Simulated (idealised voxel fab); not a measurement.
Module name: voxel transistor to metal (process module)
The figure presents cross-section cut, which has a width of 205 nm and is divided into square cells with an edge length of 5 nm.
Square cells in a grid make up a cross-section in this document, and the grid is given as bands, listed from the top down, each one or more rows of cells. Quick guide to a band line: top height, bottom height (nm) up front; then every material left to right with its width in nm. Only one material and it's marked "all across"? Then it fills the band edge to edge. And "air" just means empty space. The reference from which all heights are counted is 0, the level beneath which the as-received wafer is entirely one material; the lowest band, having no lower bound, proceeds downward and is written after the example "0..down". The two numbers in a width such as "30..40" mark its ends across the band: the first belongs to the top row of cells, the second to the bottom row, and from each row to the next the width moves by the same amount. "nothing altered" after a step means that no cell of the cross-section changed. The entry "Enclosed cavity list" lists the empty spaces that cover at least 8 cells and have no open path to the top. Each is written as width x height at distance, where the distance is measured from the left edge and all three values are in nm. It should be noted that, on the line of a given step, the content following the step's settings is a remark produced by the simulator itself with respect to that step. overlay nm: for a step with a mask, the amount by which the mask lay right of where it was planned; a negative amount means left of it.

## Process steps foreseen in the plan
1,RECEIVE | material Si
2,CONFORMAL_DEP | material SiO2 | thk nm 5
3,CONFORMAL_DEP | material SiN | thk nm 15
4,MASKED_ETCH | tone cover | mask id ACTIVE | width nm 95 | etch materials SiN | depth nm 15 | overlay nm 0
5,MASKED_ETCH | tone cover | mask id ACTIVE | width nm 95 | etch materials SiO2 | depth nm 5 | overlay nm 0
6,MASKED_ETCH | tone cover | mask id ACTIVE | width nm 95 | etch materials Si | depth nm 25 | overlay nm 0
7,FILL_DEP | material SiO2 | thk nm 15
8,CMP | height nm 20
9,SELECTIVE_ETCH | etch materials SiO2 | depth nm 10
10,STRIP | etch materials SiN
11,SELECTIVE_ETCH | etch materials SiO2 | depth nm 5
12,OXIDIZE | depth nm 5
13,DIRECTIONAL_DEP | material polySi | thk nm 25
14,DIRECTIONAL_DEP | material SiCN | thk nm 15
15,PATTERN | tone cover | mask id GATE | material resist | width nm 25 | thk nm 15 | overlay nm 0
16,DIRECTIONAL_ETCH | etch materials SiCN | depth nm 25
17,DIRECTIONAL_ETCH | etch materials polySi | depth nm 35
18,STRIP | etch materials resist
19,CONFORMAL_DEP | material SiN | thk nm 10
20,DIRECTIONAL_ETCH | etch materials SiN | depth nm 10
21,DIRECTIONAL_ETCH | etch materials SiO2 | depth nm 5
22,EPI | material SiGe | thk nm 5
23,FILL_DEP | material SiO2 | thk nm 10
24,CMP | height nm 40
25,DIRECTIONAL_DEP | material SiO2 | thk nm 10
26,PATTERN | tone open | mask id CONTACT | material resist | width nm 25 | pitch nm 60 | thk nm 15 | overlay nm 0
27,DIRECTIONAL_ETCH | etch materials SiO2 | depth nm 50
28,STRIP | etch materials resist
29,CONFORMAL_DEP | material TiN | thk nm 5
30,FILL_DEP | material Ru | thk nm 10
31,CMP | height nm 50
32,CONFORMAL_DEP | material SiN | thk nm 5
33,DIRECTIONAL_DEP | material SiO2 | thk nm 15
34,MASKED_ETCH | tone open | mask id METAL_1 | width nm 15 | pitch nm 70 | etch materials SiO2 | depth nm 15 | overlay nm 0
35,MASKED_ETCH | tone open | mask id METAL_1 | width nm 15 | pitch nm 70 | etch materials SiN | depth nm 5 | overlay nm 0
36,CONFORMAL_DEP | material TiN | thk nm 5
37,FILL_DEP | material W | thk nm 5
38,CMP | height nm 70
39,CONFORMAL_DEP | material SiCN | thk nm 5

## The first of the two wafers, which ran as planned

## Incoming wafer, cross-sectional view, post step 1
> 0..down: Si all across
> Enclosed cavity list: none

## State of the wafer after step 2, shown in cross-section
> 5..0: SiO2 all across
> Lower than 0, everything is as it was.

## State of the wafer after step 3, shown in cross-section
> 20..5: SiN all across
> Lower than 5, everything is as it was.

## State of the wafer after step 4, shown in cross-section
> 20..5: air 55 | SiN 95 | air 55
> Lower than 5, everything is as it was.

## State of the wafer after step 5, shown in cross-section
> 20..5: air 55 | SiN 95 | air 55
> 5..0: air 55 | SiO2 95 | air 55
> Lower than 0, everything is as it was.

## State of the wafer after step 6, shown in cross-section
> 20..5: air 55 | SiN 95 | air 55
> 5..0: air 55 | SiO2 95 | air 55
> 0..-25: air 55 | Si 95 | air 55
> Lower than -25, everything is as it was.

## State of the wafer after step 7, shown in cross-section
> 35..20: SiO2 all across
> 20..5: SiO2 55 | SiN 95 | SiO2 55
> 5..0: SiO2 all across
> 0..-25: SiO2 55 | Si 95 | SiO2 55
> Lower than -25, everything is as it was.

## State of the wafer after step 8, shown in cross-section
> 20..5: SiO2 55 | SiN 95 | SiO2 55
> Lower than 5, everything is as it was.

## State of the wafer after step 9, shown in cross-section
> 20..10: air 55 | SiN 95 | air 55
> Lower than 10, everything is as it was.

## State of the wafer after step 10, shown in cross-section
> 10..5: SiO2 55 | air 95 | SiO2 55
> Lower than 5, everything is as it was.

## State of the wafer after step 11, shown in cross-section
> 5..0: SiO2 50 | air 105 | SiO2 50
> Lower than 0, everything is as it was.

## State of the wafer after step 12, shown in cross-section
> 5..0: SiO2 50 | air 105 | SiO2 50
> 0..-5: SiO2 all across
> Lower than -5, everything is as it was.

## State of the wafer after step 13, shown in cross-section
> 30..25: polySi 50 | air 105 | polySi 50
> 25..5: polySi all across
> 5..0: SiO2 50 | polySi 105 | SiO2 50
> Lower than 0, everything is as it was.

## State of the wafer after step 14, shown in cross-section
> 45..40: SiCN 50 | air 105 | SiCN 50
> 40..30: SiCN all across
> 30..25: polySi 50 | SiCN 105 | polySi 50
> Lower than 25, everything is as it was.

## State of the wafer after step 15, shown in cross-section
> 60..45: air 90 | resist 25 | air 90
> 45..40: SiCN 50 | air 40 | resist 25 | air 40 | SiCN 50
> Lower than 40, everything is as it was.

## State of the wafer after step 16, shown in cross-section
> 60..40: air 90 | resist 25 | air 90
> 40..30: air 90 | SiCN 25 | air 90
> 30..25: polySi 50 | air 40 | SiCN 25 | air 40 | polySi 50
> Lower than 25, everything is as it was.

## State of the wafer after step 17, shown in cross-section
> 60..40: air 90 | resist 25 | air 90
> 40..25: air 90 | SiCN 25 | air 90
> 25..5: air 90 | polySi 25 | air 90
> 5..0: SiO2 50 | air 40 | polySi 25 | air 40 | SiO2 50
> Lower than 0, everything is as it was.

## State of the wafer after step 18, shown in cross-section
> 40..25: air 90 | SiCN 25 | air 90
> Lower than 25, everything is as it was.

## State of the wafer after step 19, shown in cross-section
> 50..40: air 80 | SiN 45 | air 80
> 40..25: air 80 | SiN 10 | SiCN 25 | SiN 10 | air 80
> 25..15: air 80 | SiN 10 | polySi 25 | SiN 10 | air 80
> 15..10: SiN 60 | air 20 | SiN 10 | polySi 25 | SiN 10 | air 20 | SiN 60
> 10..5: SiN 90 | polySi 25 | SiN 90
> 5..0: SiO2 50 | SiN 40 | polySi 25 | SiN 40 | SiO2 50
> Lower than 0, everything is as it was.

## State of the wafer after step 20, shown in cross-section
> 40..25: air 80 | SiN 10 | SiCN 25 | SiN 10 | air 80
> 25..5: air 80 | SiN 10 | polySi 25 | SiN 10 | air 80
> 5..0: SiO2 50 | SiN 10 | air 20 | SiN 10 | polySi 25 | SiN 10 | air 20 | SiN 10 | SiO2 50
> Lower than 0, everything is as it was.

## State of the wafer after step 21, shown in cross-section
> 40..25: air 80 | SiN 10 | SiCN 25 | SiN 10 | air 80
> 25..5: air 80 | SiN 10 | polySi 25 | SiN 10 | air 80
> 5..0: air 50 | SiN 10 | air 20 | SiN 10 | polySi 25 | SiN 10 | air 20 | SiN 10 | air 50
> 0..-5: SiO2 60 | air 20 | SiO2 45 | air 20 | SiO2 60
> Lower than -5, everything is as it was.

## State of the wafer after step 22, shown in cross-section
> 40..25: air 80 | SiN 10 | SiCN 25 | SiN 10 | air 80
> 25..5: air 80 | SiN 10 | polySi 25 | SiN 10 | air 80
> 5..0: air 50 | SiN 10 | air 20 | SiN 10 | polySi 25 | SiN 10 | air 20 | SiN 10 | air 50
> 0..-5: SiO2 60 | SiGe 20 | SiO2 45 | SiGe 20 | SiO2 60
> Lower than -5, everything is as it was.

## State of the wafer after step 23, shown in cross-section
> 50..40: SiO2 all across
> 40..25: SiO2 80 | SiN 10 | SiCN 25 | SiN 10 | SiO2 80
> 25..5: SiO2 80 | SiN 10 | polySi 25 | SiN 10 | SiO2 80
> 5..0: SiO2 50 | SiN 10 | SiO2 20 | SiN 10 | polySi 25 | SiN 10 | SiO2 20 | SiN 10 | SiO2 50
> Lower than 0, everything is as it was.

## State of the wafer after step 24, shown in cross-section
> 40..25: SiO2 80 | SiN 10 | SiCN 25 | SiN 10 | SiO2 80
> Lower than 25, everything is as it was.

## State of the wafer after step 25, shown in cross-section
> 50..40: SiO2 all across
> Lower than 40, everything is as it was.

## State of the wafer after step 26, shown in cross-section
> 65..50: resist 60 | air 25 | resist 35 | air 25 | resist 60
> Lower than 50, everything is as it was.

## State of the wafer after step 27, shown in cross-section
> 65..50: resist 60 | air 25 | resist 35 | air 25 | resist 60
> 50..40: SiO2 60 | air 25 | SiO2 35 | air 25 | SiO2 60
> 40..25: SiO2 60 | air 20 | SiN 10 | SiCN 25 | SiN 10 | air 20 | SiO2 60
> 25..5: SiO2 60 | air 20 | SiN 10 | polySi 25 | SiN 10 | air 20 | SiO2 60
> 5..0: SiO2 50 | SiN 10 | air 20 | SiN 10 | polySi 25 | SiN 10 | air 20 | SiN 10 | SiO2 50
> Lower than 0, everything is as it was.

## State of the wafer after step 28, shown in cross-section
> 50..40: SiO2 60 | air 25 | SiO2 35 | air 25 | SiO2 60
> Lower than 40, everything is as it was.

## State of the wafer after step 29, shown in cross-section
> 55..50: TiN 65 | air 15 | TiN 45 | air 15 | TiN 65
> 50..40: SiO2 60 | TiN 5 | air 15..10 | TiN 5..10 | SiO2 35 | TiN 5..10 | air 15..10 | TiN 5 | SiO2 60
> 40..25: SiO2 60 | TiN 5 | air 10 | TiN 5 | SiN 10 | SiCN 25 | SiN 10 | TiN 5 | air 10 | TiN 5 | SiO2 60
> 25..5: SiO2 60 | TiN 5 | air 10 | TiN 5 | SiN 10 | polySi 25 | SiN 10 | TiN 5 | air 10 | TiN 5 | SiO2 60
> 5..0: SiO2 50 | SiN 10 | TiN 20 | SiN 10 | polySi 25 | SiN 10 | TiN 20 | SiN 10 | SiO2 50
> Lower than 0, everything is as it was.

## State of the wafer after step 30, shown in cross-section
> 65..55: Ru all across
> 55..50: TiN 65 | Ru 15 | TiN 45 | Ru 15 | TiN 65
> 50..40: SiO2 60 | TiN 5 | Ru 15..10 | TiN 5..10 | SiO2 35 | TiN 5..10 | Ru 15..10 | TiN 5 | SiO2 60
> 40..25: SiO2 60 | TiN 5 | Ru 10 | TiN 5 | SiN 10 | SiCN 25 | SiN 10 | TiN 5 | Ru 10 | TiN 5 | SiO2 60
> 25..5: SiO2 60 | TiN 5 | Ru 10 | TiN 5 | SiN 10 | polySi 25 | SiN 10 | TiN 5 | Ru 10 | TiN 5 | SiO2 60
> Lower than 5, everything is as it was.

## State of the wafer after step 31, shown in cross-section
> 50..40: SiO2 60 | TiN 5 | Ru 15..10 | TiN 5..10 | SiO2 35 | TiN 5..10 | Ru 15..10 | TiN 5 | SiO2 60
> Lower than 40, everything is as it was.

## State of the wafer after step 32, shown in cross-section
> 55..50: SiN all across
> Lower than 50, everything is as it was.

## State of the wafer after step 33, shown in cross-section
> 70..55: SiO2 all across
> Lower than 55, everything is as it was.

## State of the wafer after step 34, shown in cross-section
> 70..55: SiO2 60 | air 15 | SiO2 55 | air 15 | SiO2 60
> Lower than 55, everything is as it was.

## State of the wafer after step 35, shown in cross-section
> 70..55: SiO2 60 | air 15 | SiO2 55 | air 15 | SiO2 60
> 55..50: SiN 60 | air 15 | SiN 55 | air 15 | SiN 60
> Lower than 50, everything is as it was.

## State of the wafer after step 36, shown in cross-section
> 75..70: TiN 65 | air 5 | TiN 65 | air 5 | TiN 65
> 70..55: SiO2 60 | TiN 5 | air 5 | TiN 5 | SiO2 55 | TiN 5 | air 5 | TiN 5 | SiO2 60
> 55..50: SiN 60 | TiN 15 | SiN 55 | TiN 15 | SiN 60
> Lower than 50, everything is as it was.

## State of the wafer after step 37, shown in cross-section
> 80..75: W all across
> 75..70: TiN 65 | W 5 | TiN 65 | W 5 | TiN 65
> 70..55: SiO2 60 | TiN 5 | W 5 | TiN 5 | SiO2 55 | TiN 5 | W 5 | TiN 5 | SiO2 60
> Lower than 55, everything is as it was.

## State of the wafer after step 38, shown in cross-section
> 70..55: SiO2 60 | TiN 5 | W 5 | TiN 5 | SiO2 55 | TiN 5 | W 5 | TiN 5 | SiO2 60
> Lower than 55, everything is as it was.

## State of the wafer after step 39, shown in cross-section
> 75..70: SiCN all across
> Lower than 70, everything is as it was.

## Okay, second wafer. Nothing different at the start, nothing different in the plan, just one mistake somewhere in the running. As far as step 14, counting that step, it's the first wafer all over again

## Cross-section of the second wafer when, according to plan, step 15 should have finished
> 60..45: air 95 | resist 20 | air 90
> 45..40: SiCN 50 | air 45 | resist 20 | air 40 | SiCN 50
> Lower than 40, everything is as it was.

## Cross-section of the second wafer when, according to plan, step 16 should have finished
> 60..40: air 95 | resist 20 | air 90
> 40..30: air 95 | SiCN 20 | air 90
> 30..25: polySi 50 | air 45 | SiCN 20 | air 40 | polySi 50
> Lower than 25, everything is as it was.

## Cross-section of the second wafer when, according to plan, step 17 should have finished
> 60..40: air 95 | resist 20 | air 90
> 40..25: air 95 | SiCN 20 | air 90
> 25..5: air 95 | polySi 20 | air 90
> 5..0: SiO2 50 | air 45 | polySi 20 | air 40 | SiO2 50
> Lower than 0, everything is as it was.

## Cross-section of the second wafer when, according to plan, step 18 should have finished
> 40..25: air 95 | SiCN 20 | air 90
> Lower than 25, everything is as it was.

## Cross-section of the second wafer when, according to plan, step 19 should have finished
> 50..40: air 85 | SiN 40 | air 80
> 40..25: air 85 | SiN 10 | SiCN 20 | SiN 10 | air 80
> 25..15: air 85 | SiN 10 | polySi 20 | SiN 10 | air 80
> 15..10: SiN 60 | air 25 | SiN 10 | polySi 20 | SiN 10 | air 20 | SiN 60
> 10..5: SiN 95 | polySi 20 | SiN 90
> 5..0: SiO2 50 | SiN 45 | polySi 20 | SiN 40 | SiO2 50
> Lower than 0, everything is as it was.

## Cross-section of the second wafer when, according to plan, step 20 should have finished
> 40..25: air 85 | SiN 10 | SiCN 20 | SiN 10 | air 80
> 25..5: air 85 | SiN 10 | polySi 20 | SiN 10 | air 80
> 5..0: SiO2 50 | SiN 10 | air 25 | SiN 10 | polySi 20 | SiN 10 | air 20 | SiN 10 | SiO2 50
> Lower than 0, everything is as it was.

## Cross-section of the second wafer when, according to plan, step 21 should have finished
> 40..25: air 85 | SiN 10 | SiCN 20 | SiN 10 | air 80
> 25..5: air 85 | SiN 10 | polySi 20 | SiN 10 | air 80
> 5..0: air 50 | SiN 10 | air 25 | SiN 10 | polySi 20 | SiN 10 | air 20 | SiN 10 | air 50
> 0..-5: SiO2 60 | air 25 | SiO2 40 | air 20 | SiO2 60
> Lower than -5, everything is as it was.

## Cross-section of the second wafer when, according to plan, step 22 should have finished
> 40..25: air 85 | SiN 10 | SiCN 20 | SiN 10 | air 80
> 25..5: air 85 | SiN 10 | polySi 20 | SiN 10 | air 80
> 5..0: air 50 | SiN 10 | air 25 | SiN 10 | polySi 20 | SiN 10 | air 20 | SiN 10 | air 50
> 0..-5: SiO2 60 | SiGe 25 | SiO2 40 | SiGe 20 | SiO2 60
> Lower than -5, everything is as it was.

## Cross-section of the second wafer when, according to plan, step 23 should have finished
> 50..40: SiO2 all across
> 40..25: SiO2 85 | SiN 10 | SiCN 20 | SiN 10 | SiO2 80
> 25..5: SiO2 85 | SiN 10 | polySi 20 | SiN 10 | SiO2 80
> 5..0: SiO2 50 | SiN 10 | SiO2 25 | SiN 10 | polySi 20 | SiN 10 | SiO2 20 | SiN 10 | SiO2 50
> Lower than 0, everything is as it was.

## Cross-section of the second wafer when, according to plan, step 24 should have finished
> 40..25: SiO2 85 | SiN 10 | SiCN 20 | SiN 10 | SiO2 80
> Lower than 25, everything is as it was.

## Cross-section of the second wafer when, according to plan, step 25 should have finished
> 50..40: SiO2 all across
> Lower than 40, everything is as it was.

## Cross-section of the second wafer when, according to plan, step 26 should have finished
> 65..50: resist 60 | air 25 | resist 35 | air 25 | resist 60
> Lower than 50, everything is as it was.

## Cross-section of the second wafer when, according to plan, step 27 should have finished
> 65..50: resist 60 | air 25 | resist 35 | air 25 | resist 60
> 50..40: SiO2 60 | air 25 | SiO2 35 | air 25 | SiO2 60
> 40..25: SiO2 60 | air 25 | SiN 10 | SiCN 20 | SiN 10 | air 20 | SiO2 60
> 25..5: SiO2 60 | air 25 | SiN 10 | polySi 20 | SiN 10 | air 20 | SiO2 60
> 5..0: SiO2 50 | SiN 10 | air 25 | SiN 10 | polySi 20 | SiN 10 | air 20 | SiN 10 | SiO2 50
> Lower than 0, everything is as it was.

## Cross-section of the second wafer when, according to plan, step 28 should have finished
> 50..40: SiO2 60 | air 25 | SiO2 35 | air 25 | SiO2 60
> Lower than 40, everything is as it was.

## Cross-section of the second wafer when, according to plan, step 29 should have finished
> 55..50: TiN 65 | air 15 | TiN 45 | air 15 | TiN 65
> 50..40: SiO2 60 | TiN 5 | air 15 | TiN 5 | SiO2 35 | TiN 5..10 | air 15..10 | TiN 5 | SiO2 60
> 40..25: SiO2 60 | TiN 5 | air 15 | TiN 5 | SiN 10 | SiCN 20 | SiN 10 | TiN 5 | air 10 | TiN 5 | SiO2 60
> 25..5: SiO2 60 | TiN 5 | air 15 | TiN 5 | SiN 10 | polySi 20 | SiN 10 | TiN 5 | air 10 | TiN 5 | SiO2 60
> 5..0: SiO2 50 | SiN 10 | TiN 25 | SiN 10 | polySi 20 | SiN 10 | TiN 20 | SiN 10 | SiO2 50
> Lower than 0, everything is as it was.

## Cross-section of the second wafer when, according to plan, step 30 should have finished
> 65..55: Ru all across
> 55..50: TiN 65 | Ru 15 | TiN 45 | Ru 15 | TiN 65
> 50..40: SiO2 60 | TiN 5 | Ru 15 | TiN 5 | SiO2 35 | TiN 5..10 | Ru 15..10 | TiN 5 | SiO2 60
> 40..25: SiO2 60 | TiN 5 | Ru 15 | TiN 5 | SiN 10 | SiCN 20 | SiN 10 | TiN 5 | Ru 10 | TiN 5 | SiO2 60
> 25..5: SiO2 60 | TiN 5 | Ru 15 | TiN 5 | SiN 10 | polySi 20 | SiN 10 | TiN 5 | Ru 10 | TiN 5 | SiO2 60
> Lower than 5, everything is as it was.

## Cross-section of the second wafer when, according to plan, step 31 should have finished
> 50..40: SiO2 60 | TiN 5 | Ru 15 | TiN 5 | SiO2 35 | TiN 5..10 | Ru 15..10 | TiN 5 | SiO2 60
> Lower than 40, everything is as it was.

## Cross-section of the second wafer when, according to plan, step 32 should have finished
> 55..50: SiN all across
> Lower than 50, everything is as it was.

## Cross-section of the second wafer when, according to plan, step 33 should have finished
> 70..55: SiO2 all across
> Lower than 55, everything is as it was.

## Cross-section of the second wafer when, according to plan, step 34 should have finished
> 70..55: SiO2 60 | air 15 | SiO2 55 | air 15 | SiO2 60
> Lower than 55, everything is as it was.

## Cross-section of the second wafer when, according to plan, step 35 should have finished
> 70..55: SiO2 60 | air 15 | SiO2 55 | air 15 | SiO2 60
> 55..50: SiN 60 | air 15 | SiN 55 | air 15 | SiN 60
> Lower than 50, everything is as it was.

## Cross-section of the second wafer when, according to plan, step 36 should have finished
> 75..70: TiN 65 | air 5 | TiN 65 | air 5 | TiN 65
> 70..55: SiO2 60 | TiN 5 | air 5 | TiN 5 | SiO2 55 | TiN 5 | air 5 | TiN 5 | SiO2 60
> 55..50: SiN 60 | TiN 15 | SiN 55 | TiN 15 | SiN 60
> Lower than 50, everything is as it was.

## Cross-section of the second wafer when, according to plan, step 37 should have finished
> 80..75: W all across
> 75..70: TiN 65 | W 5 | TiN 65 | W 5 | TiN 65
> 70..55: SiO2 60 | TiN 5 | W 5 | TiN 5 | SiO2 55 | TiN 5 | W 5 | TiN 5 | SiO2 60
> Lower than 55, everything is as it was.

## Cross-section of the second wafer when, according to plan, step 38 should have finished
> 70..55: SiO2 60 | TiN 5 | W 5 | TiN 5 | SiO2 55 | TiN 5 | W 5 | TiN 5 | SiO2 60
> Lower than 55, everything is as it was.

## Cross-section of the second wafer when, according to plan, step 39 should have finished
> 75..70: SiCN all across
> Lower than 70, everything is as it was.
What was the processing mistake? step 15 changed vs plan, executed as PATTERN | tone cover | mask id GATE | material resist | width nm 20 | thk nm 15 | overlay nm 0
End check, counted in cells, second wafer has more or fewer of these materials than the first: 8 more of Ru; 3 fewer of SiCN; 1 more of SiGe; 1 fewer of SiO2; 5 fewer of polySi
